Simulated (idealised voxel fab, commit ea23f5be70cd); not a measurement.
This is a process module. Its name is voxel wiring stack.
cross-section cut | 180 nm wide | cells 5 nm
Each cross-section below is a grid of square cells, stated as bands in top-down order, with one or more rows of cells making up each band.
What a band's entry tells you: where the top is and where the bottom is, as heights in nm, and after that what lies inside, material by material from left to right, each with its width in nm. Empty space is written as the word "empty", and a single material marked with the word "edge to edge" occupies the band from edge to edge.
Height 0 is the level under which the wafer as received is all one material. The lowest band goes on downwards, as in "from 0 down".
The notation "30 to 40" denotes a width that varies across the rows of cells in the band, beginning at the first number in the top row, finishing at the second number in the bottom row, and changing by an identical amount from each row to the next.
For the purposes of this document, the phrase "nothing was modified" attached to a step denotes that no cell within the cross-section was modified by that step.
"Unvented internal voids" - sealed voids, min. 8 cells, no opening to top; format: width x height at distance (distance from left edge; nm throughout).
If you see something after the settings on a step's line, that's the simulator's own remark about that step.
A step's line can hold "overlay nm"; with a mask on that step, the setting says how far right of the planned place the mask lay, while a negative setting says it lay to the left.
Listed below are the process steps as planned
1 RECEIVE: material Si
2 CONFORMAL_DEP: material SiO2, thk nm 10
3 CONFORMAL_DEP: material SiN, thk nm 5
4 DIRECTIONAL_DEP: material SiO2, thk nm 25
5 PATTERN: tone open, mask id METAL_1, material resist, width nm 30, pitch nm 60, thk nm 20, overlay nm 0
6 DIRECTIONAL_ETCH: etch materials SiO2, depth nm 25
7 DIRECTIONAL_ETCH: etch materials SiN, depth nm 5
8 STRIP: etch materials resist
9 CONFORMAL_DEP: material TiN, thk nm 5
10 FILL_DEP: material W, thk nm 5
11 CMP: height nm 40
12 CONFORMAL_DEP: material SiCN, thk nm 5
13 DIRECTIONAL_DEP: material SiO2, thk nm 10
14 MASKED_ETCH: tone open, mask id PLUG_1, width nm 15, etch materials SiO2, depth nm 10, overlay nm 0
15 MASKED_ETCH: tone open, mask id PLUG_1, width nm 15, etch materials SiCN, depth nm 5, overlay nm 0
16 CONFORMAL_DEP: material TiN, thk nm 5
17 FILL_DEP: material Cu, thk nm 5
18 CMP: height nm 55
19 DIRECTIONAL_DEP: material TiN, thk nm 5
20 DIRECTIONAL_DEP: material Ru, thk nm 25
21 PATTERN: tone cover, mask id METAL_2, material resist, width nm 30, pitch nm 60, thk nm 15, overlay nm 0
22 DIRECTIONAL_ETCH: etch materials Ru, depth nm 25
23 DIRECTIONAL_ETCH: etch materials TiN, depth nm 5
24 STRIP: etch materials resist
25 CONFORMAL_DEP: material SiCN, thk nm 5
26 FILL_DEP: material SiO2, thk nm 10
27 CMP: height nm 85
28 CONFORMAL_DEP: material SiCN, thk nm 5
29 DIRECTIONAL_DEP: material SiO2, thk nm 30
30 DIRECTIONAL_DEP: material aC, thk nm 10
31 PATTERN: tone open, mask id METAL_3_HOLES, material resist, width nm 15, pitch nm 60, thk nm 30, overlay nm 0
32 DIRECTIONAL_ETCH: etch materials aC, depth nm 10
33 STRIP: etch materials resist
34 DIRECTIONAL_ETCH: etch materials SiO2, depth nm 30
35 STRIP: etch materials aC
36 PATTERN: tone open, mask id METAL_3, material resist, width nm 30, pitch nm 60, thk nm 15, overlay nm 0
37 DIRECTIONAL_ETCH: etch materials SiO2, depth nm 20
38 DIRECTIONAL_ETCH: etch materials SiCN, depth nm 5
39 STRIP: etch materials resist
40 CONFORMAL_DEP: material TiN, thk nm 5
41 FILL_DEP: material Cu, thk nm 10
42 CMP: height nm 120
43 CONFORMAL_DEP: material SiN, thk nm 5
Cross-section of the wafer as it came to us, i.e., already through step 1
> from 0 down | Si edge to edge
> Unvented internal voids: none
Same starting wafer, same plan as above, one mistake in the execution; this is the cross-section at the end of the module
> from 125 to 120 | SiN edge to edge
> from 120 to 105 | 45 SiO2; 5 TiN; 20 Cu; 5 TiN; 30 SiO2; 5 TiN; 20 Cu; 5 TiN; 45 SiO2
> from 105 to 100 | 45 SiO2; 5 TiN; 5 Cu; 20 TiN; 30 SiO2; 5 TiN; 5 Cu; 20 TiN; 45 SiO2
> from 100 to 90 | 45 SiO2; 5 TiN; 5 Cu; 5 TiN; 45 SiO2; 5 TiN; 5 Cu; 5 TiN; 60 SiO2
> from 90 to 85 | 45 SiCN; 15 TiN; 45 SiCN; 15 TiN; 60 SiCN
> from 85 to 70 | 30 SiO2; 15 SiCN; 30 Ru; 30 SiCN; 30 Ru; 15 SiCN; 30 SiO2
> from 70 to 60 | 45 SiCN; 30 Ru; 30 SiCN; 30 Ru; 45 SiCN
> from 60 to 55 | 45 SiCN; 30 TiN; 30 SiCN; 30 TiN; 45 SiCN
> from 55 to 45 | 45 SiO2; 5 TiN; 5 Cu; 5 TiN; 120 SiO2
> from 45 to 40 | 45 SiCN; 15 TiN; 120 SiCN
> from 40 to 15 | 45 SiO2; 5 TiN; 20 W; 5 TiN; 30 SiO2; 5 TiN; 20 W; 5 TiN; 45 SiO2
> from 15 to 10 | 45 SiN; 30 TiN; 30 SiN; 30 TiN; 45 SiN
> from 10 to 0 | SiO2 edge to edge
> from 0 down | Si edge to edge
> Unvented internal voids: none
In executing the process, a mistake was made relative to the plan: step 25, actual vs plan mismatch, actual run CONFORMAL_DEP: material SiCN, thk nm 15
